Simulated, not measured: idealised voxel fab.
The document below concerns the process module designated voxel self aligned contacts.
Section cut is 180 nm wide and gridded with 5 nm square cells.
Cross-section spec: square-cell grid; bands listed top down; each band is one or more rows. Band: top and bottom heights (nm) first, top before bottom; then materials from left to right, widths in nm. "throughout" marks a sole material filling the band edge to edge. "blank" denotes empty space. Heights from 0 (as-received wafer is one material below). Bottom band endless downward, as "z 0 and below". With a width like "30 to 40", each row of cells in the band differs from the next by the same amount, the top row carrying the first number and the bottom row the second. Where the words "remains unaltered" appear for a step, the cross-section shows no cell changed by that step; every cell remained as before. Voids not open to the top, 8 cells minimum: see "Closed cavity list". Written width x height at distance; distance is from the left edge; nm. That trailing text on a step's line, after the settings, is the simulator's own remark on the step. Each step line may optionally specify "overlay nm", which for a step with a mask gives the rightward distance between the mask's planned place and where it lay, a negative value indicating the leftward direction.
-- The following list gives the planned process steps
| 1 | RECEIVE: material Si |
| 2 | CONFORMAL_DEP: material SiO2, thk nm 5 |
| 3 | DIRECTIONAL_DEP: material polySi, thk nm 25 |
| 4 | DIRECTIONAL_DEP: material SiN, thk nm 20 |
| 5 | PATTERN: tone cover, mask id GATE, material resist, width nm 25, pitch nm 65, thk nm 20, overlay nm 0 |
| 6 | DIRECTIONAL_ETCH: etch materials SiN, depth nm 20 |
| 7 | DIRECTIONAL_ETCH: etch materials polySi, depth nm 25 |
| 8 | STRIP: etch materials resist |
| 9 | CONFORMAL_DEP: material SiN, thk nm 10 |
| 10 | DIRECTIONAL_ETCH: etch materials SiN, depth nm 10 |
| 11 | FILL_DEP: material SiO2, thk nm 20 |
| 12 | CMP: height nm 60 |
| 13 | PATTERN: tone open, mask id CONTACT, material resist, width nm 50, thk nm 15, overlay nm 0 |
| 14 | DIRECTIONAL_ETCH: etch materials SiO2, depth nm 60 |
| 15 | STRIP: etch materials resist |
| 16 | CONFORMAL_DEP: material TiN, thk nm 5 |
| 17 | FILL_DEP: material Ru, thk nm 5 |
| 18 | CMP: height nm 60 |
| 19 | CONFORMAL_DEP: material SiCN, thk nm 5 |
-- Here's what the wafer looked like in cross-section when it arrived - that's after step 1
- z 0 and below = Si throughout
- Closed cavity list: none
-- End-of-module cross-section. Starting structure and process plan as above; one mistake made in running it
- z 65 to 60 = SiCN throughout
- z 60 to 50 = 65 nm SiO2, 5 nm TiN, 40 nm Ru, 5 nm TiN, 65 nm SiO2
- z 50 to 45 = 65 nm SiO2, 20 nm TiN, 10 nm Ru, 20 nm TiN, 65 nm SiO2
- z 45 to 25 = 35 nm SiO2, 45 nm SiN, 5 nm TiN, 10 nm Ru, 5 nm TiN, 45 nm SiN, 35 nm SiO2
- z 25 to 5 = 35 nm SiO2, 10 nm SiN, 25 nm polySi, 10 nm SiN, 5 nm TiN, 10 nm Ru, 5 nm TiN, 10 nm SiN, 25 nm polySi, 10 nm SiN, 35 nm SiO2
- z 5 to 0 = 35 nm SiO2, 10 nm SiN, 25 nm polySi, 10 nm SiN, 20 nm TiN, 10 nm SiN, 25 nm polySi, 10 nm SiN, 35 nm SiO2
- z 0 and below = Si throughout
- Closed cavity list: none
Processing error: not run: step 2 of the plan (skipped)
